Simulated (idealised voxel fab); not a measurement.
The following is a process module called voxel air gaps.
Section cut is 230 nm wide and gridded with 5 nm square cells.
This document writes a cross-section as a grid whose cells are square, and gives it as bands, listed from the top down; one or more rows of cells form a band.
Look at the band entry: it leads with the top's height and the bottom's height in nm. Then it lists the materials left to right, with a width in nm for each. The word "all across" on a single material says that material fills the band edge to edge. The word "air" is empty space.
Measure heights from 0. That's the level where, below it, the as-received wafer is all one material. The lowest band is bottomless and extends downward; write it as in "0 -> down".
It should be noted that a width expressed as "30 to 40" varies in equal increments from row to row of cells within the band, taking the value of the first number at the top row and that of the second number at the bottom row.
"remained unchanged" (step): cross-section cells unchanged, all of them.
In "Non-vented voids" the enclosed voids are listed, meaning empty spaces of 8 cells or larger without any opening to the top. The form is width x height at distance, distance from the left edge, units nm.
Note: text after step settings on the step line = simulator remark on that step.
Each step line may optionally specify "overlay nm", which for a step with a mask gives the rightward distance between the mask's planned place and where it lay, a negative value indicating the leftward direction.
# This section lists the process steps that were planned
step 1: op RECEIVE | material Si
step 2: op CONFORMAL_DEP | material SiO2 | thk nm 10
step 3: op CONFORMAL_DEP | material SiCN | thk nm 5
step 4: op DIRECTIONAL_DEP | material SiO2 | thk nm 35
step 5: op PATTERN | tone open | mask id LINES | material resist | width nm 15 | pitch nm 40 | thk nm 20 | overlay nm 0
step 6: op DIRECTIONAL_ETCH | etch materials SiO2 | depth nm 35
step 7: op STRIP | etch materials resist
step 8: op CONFORMAL_DEP | material TiN | thk nm 5
step 9: op FILL_DEP | material W | thk nm 5
step 10: op CMP | height nm 50
step 11: op EPI | material Ru | thk nm 10
step 12: op SELECTIVE_ETCH | etch materials SiO2 | depth nm 45
step 13: op CONFORMAL_DEP | material SiCN | thk nm 5
# Cross-section of the wafer upon arrival, representing the state reached after step 1
* 0 -> down  Si all across
* Non-vented voids: none
# Sectioned view, first of two wafers, at the close of the module, processed as intended in the plan
* 65 -> 60  air 50; SiCN 125; air 55
* 60 -> 50  air 50; SiCN 5; Ru 35; SiCN 5; Ru 35; SiCN 5; Ru 35; SiCN 5; air 55
* 50 -> 45  air 50; SiCN 15; TiN 5; W 5; TiN 5; SiCN 25; TiN 5; W 5; TiN 5; SiCN 25; TiN 5; W 5; TiN 5; SiCN 15; air 55
* 45 -> 20  air 60; SiCN 5; TiN 5; W 5; TiN 5; SiCN 5; air 15; SiCN 5; TiN 5; W 5; TiN 5; SiCN 5; air 15; SiCN 5; TiN 5; W 5; TiN 5; SiCN 5; air 65
* 20 -> 15  SiCN 65; TiN 15; SiCN 25; TiN 15; SiCN 25; TiN 15; SiCN 70
* 15 -> 10  SiCN all across
* 10 -> 0  SiO2 all across
* 0 -> down  Si all across
* Non-vented voids: 15 x 25 at 85; 15 x 25 at 125
# Cross-section, second wafer: same start as the first, same plan as the first, one mistake in running it; taken at the end of the module
* 65 -> 60  SiCN all across
* 60 -> 50  Ru all across
* 50 -> 20  W 60; TiN 5; SiO2 15; TiN 5; W 15; TiN 5; SiO2 15; TiN 5; W 15; TiN 5; SiO2 15; TiN 5; W 65
* 20 -> 15  TiN 65; SiO2 15; TiN 25; SiO2 15; TiN 25; SiO2 15; TiN 70
* 15 -> 10  SiCN all across
* 10 -> 0  SiO2 all across
* 0 -> down  Si all across
* Non-vented voids: none
Where did the run depart from the plan? so step 5 ended up running with a different setting than we planned, it ran as op PATTERN | tone cover | mask id LINES | material resist | width nm 15 | pitch nm 40 | thk nm 20 | overlay nm 0
Final cells, second wafer relative to first, materials higher or lower: 50 more of Ru; 70 fewer of SiCN; 63 more of SiO2; 28 more of TiN; 168 more of W
The final tally of closed voids stands at 2 on the first wafer and 0 on the second.
